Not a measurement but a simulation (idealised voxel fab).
Process module under the name voxel self aligned contacts
Displayed cross-section: cut, width of 205 nm, square cells sized 5 nm.
In what follows, cross-sections appear as grids of square cells, described through bands that run from the top down, where every band is one or more rows of cells. Top height, bottom height, nm. Materials left to right, width each, nm. Single material + "throughout" = fills band edge to edge. "blank" = empty. It should be noted that heights are counted from 0, beneath which the wafer as supplied is of one material throughout, and that the lowest band possesses no lower boundary but continues downward, as written in "0..down". The notation "30..40" denotes a width that varies across the rows of cells in the band, beginning at the first number in the top row, finishing at the second number in the bottom row, and changing by an identical amount from each row to the next. "identical to before" after a step means that no cell of the cross-section changed. Entry "Voids lacking openings". Content: empty spaces with no open connection to the top, size 8 cells or greater. Each: width x height at distance. Distance: from left edge. Unit: nm. Step line, after settings: the simulator's comment on this step. When a step includes a mask, the "overlay nm" setting on its line states how far to the right of its planned place that mask lay, and negative values state how far to the left.

Set out below are the planned steps of the process
1: RECEIVE, material Si
2: OXIDIZE, depth nm 5
3: DIRECTIONAL_DEP, material polySi, thk nm 20
4: DIRECTIONAL_DEP, material SiN, thk nm 15
5: DIRECTIONAL_DEP, material aC, thk nm 10
6: PATTERN, tone cover, mask id GATE, material resist, width nm 30, pitch nm 55, thk nm 25, overlay nm 0
7: DIRECTIONAL_ETCH, etch materials aC, depth nm 10
8: STRIP, etch materials resist
9: DIRECTIONAL_ETCH, etch materials SiN, depth nm 15
10: DIRECTIONAL_ETCH, etch materials polySi, depth nm 20
11: STRIP, etch materials aC
12: CONFORMAL_DEP, material SiN, thk nm 5
13: DIRECTIONAL_ETCH, etch materials SiN, depth nm 5
14: FILL_DEP, material SiO2, thk nm 15
15: CMP, height nm 40
16: DIRECTIONAL_DEP, material aC, thk nm 10
17: PATTERN, tone open, mask id CONTACT, material resist, width nm 35, pitch nm 55, thk nm 30, overlay nm 0
18: DIRECTIONAL_ETCH, etch materials aC, depth nm 10
19: STRIP, etch materials resist
20: DIRECTIONAL_ETCH, etch materials SiO2, depth nm 45
21: STRIP, etch materials aC
22: CONFORMAL_DEP, material TiN, thk nm 5
23: FILL_DEP, material Ru, thk nm 10
24: CMP, height nm 40
25: CONFORMAL_DEP, material SiN, thk nm 5

Cross-section, incoming material, after step 1
  0..down  Si throughout
  Voids lacking openings: none

End state of the module in cross-section, given the above starting point and plan and one mistake in execution
  45..40  SiN throughout
  40..35  SiO2 55 nm / TiN 5 nm / Ru 25 nm / TiN 5 nm / SiO2 20 nm / TiN 5 nm / Ru 25 nm / TiN 5 nm / SiO2 60 nm
  35..30  SiO2 55 nm / TiN 35 nm / SiO2 20 nm / TiN 35 nm / SiO2 60 nm
  30..20  SiN throughout
  20..0  polySi throughout
  0..-5  SiO2 throughout
  -5..down  Si throughout
  Voids lacking openings: none
Misprocessing identified: in deviation from the planned setting, step 5 was conducted as DIRECTIONAL_DEP, material SiN, thk nm 10
